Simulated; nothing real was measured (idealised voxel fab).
A process module follows: voxel self aligned vias.
Shown is cross-section cut, with a width of 250 nm and square cells of size 5 nm.
Square cells in a grid make up a cross-section in this document, and the grid is given as bands, listed from the top down, each one or more rows of cells.
Per band: top height and bottom height in nm, followed by the left-to-right materials and their widths in nm; "all across" marks a single material spanning edge to edge, "air" marks empty space.
Zero point of the height axis is 0; under it, received wafer = one material. Lowest band: continues down indefinitely, "from 0 down".
Top row gets the first number, bottom row gets the second, and each row in between changes by the same step: that is how a band width like "30..40" works.
It should be understood that the words "no modifications", when stated for a given step, signify that the cross-section underwent no change in any of its cells during that step.
Look at "Closed void listing" for the closed voids: empty spaces with no open path to the top, sized 8 cells or up. Each is width x height at distance, distance from the left edge, all nm.
What comes after the settings on a step's line is commentary from the simulator itself on that step.
"overlay nm" denotes, for a step that has a mask, the displacement of the mask to the right of its planned place, with negative values corresponding to the left.
-- The planned process steps are enumerated hereunder
| 1 | RECEIVE (material Si) |
| 2 | CONFORMAL_DEP (material SiO2; thk nm 15) |
| 3 | CONFORMAL_DEP (material SiCN; thk nm 5) |
| 4 | DIRECTIONAL_DEP (material lowk; thk nm 25) |
| 5 | MASKED_ETCH (tone open; mask id LINES; width nm 25; pitch nm 60; etch materials lowk; depth nm 25; overlay nm 0) |
| 6 | CONFORMAL_DEP (material TiN; thk nm 5) |
| 7 | FILL_DEP (material W; thk nm 5) |
| 8 | CMP (height nm 45) |
| 9 | SELECTIVE_ETCH (etch materials W Ru TiN; depth nm 10) |
| 10 | FILL_DEP (material SiN; thk nm 5) |
| 11 | CMP (height nm 45) |
| 12 | DIRECTIONAL_DEP (material lowk; thk nm 20) |
| 13 | DIRECTIONAL_DEP (material aC; thk nm 10) |
| 14 | PATTERN (tone open; mask id VIAS; material resist; width nm 45; pitch nm 60; thk nm 30; overlay nm 0) |
| 15 | DIRECTIONAL_ETCH (etch materials aC; depth nm 10) |
| 16 | STRIP (etch materials resist) |
| 17 | DIRECTIONAL_ETCH (etch materials lowk; depth nm 20) |
| 18 | DIRECTIONAL_ETCH (etch materials SiN; depth nm 10) |
| 19 | STRIP (etch materials aC) |
| 20 | CONFORMAL_DEP (material TiN; thk nm 5) |
| 21 | FILL_DEP (material Cu; thk nm 10) |
| 22 | CMP (height nm 65) |
| 23 | CONFORMAL_DEP (material SiCN; thk nm 5) |
-- Cross-section of the wafer at receipt, which is the condition after step 1
- from 0 down = Si all across
- Closed void listing: none
-- First wafer of two, sectioned at end of module; run went per plan
- from 70 to 65 = SiCN all across
- from 65 to 50 = lowk: 70  TiN: 5  Cu: 35  TiN: 5  lowk: 15  TiN: 5  Cu: 35  TiN: 5  lowk: 75
- from 50 to 40 = lowk: 70..80  TiN: 15..5  Cu: 15  TiN: 15..5  lowk: 15..35  TiN: 15..5  Cu: 15  TiN: 15..5  lowk: 75..85
- from 40 to 35 = lowk: 80  TiN: 25  lowk: 35  TiN: 25  lowk: 85
- from 35 to 25 = lowk: 80  TiN: 5  W: 15  TiN: 5  lowk: 35  TiN: 5  W: 15  TiN: 5  lowk: 85
- from 25 to 20 = lowk: 80  TiN: 25  lowk: 35  TiN: 25  lowk: 85
- from 20 to 15 = SiCN all across
- from 15 to 0 = SiO2 all across
- from 0 down = Si all across
- Closed void listing: none
-- Module end: cross-section of wafer two of two. Same start and process plan as the first wafer. One mistake during execution
- from 70 to 65 = SiCN all across
- from 65 to 50 = lowk: 75  TiN: 5  Cu: 30  TiN: 5  lowk: 20  TiN: 5  Cu: 30  TiN: 5  lowk: 75
- from 50 to 40 = lowk: 75..80  TiN: 10..5  Cu: 15  TiN: 15..5  lowk: 20..35  TiN: 10..5  Cu: 15  TiN: 15..5  lowk: 75..85
- from 40 to 35 = lowk: 80  TiN: 25  lowk: 35  TiN: 25  lowk: 85
- from 35 to 25 = lowk: 80  TiN: 5  W: 15  TiN: 5  lowk: 35  TiN: 5  W: 15  TiN: 5  lowk: 85
- from 25 to 20 = lowk: 80  TiN: 25  lowk: 35  TiN: 25  lowk: 85
- from 20 to 15 = SiCN all across
- from 15 to 0 = SiO2 all across
- from 0 down = Si all across
- Closed void listing: none
Here's what went sideways: step 14 deviated from plan and actually ran as PATTERN (tone open; mask id VIAS; material resist; width nm 40; pitch nm 60; thk nm 30; overlay nm 0)
Final wafer comparison in cells, second versus first, more or fewer per material: -6 Cu | -2 TiN | +8 lowk
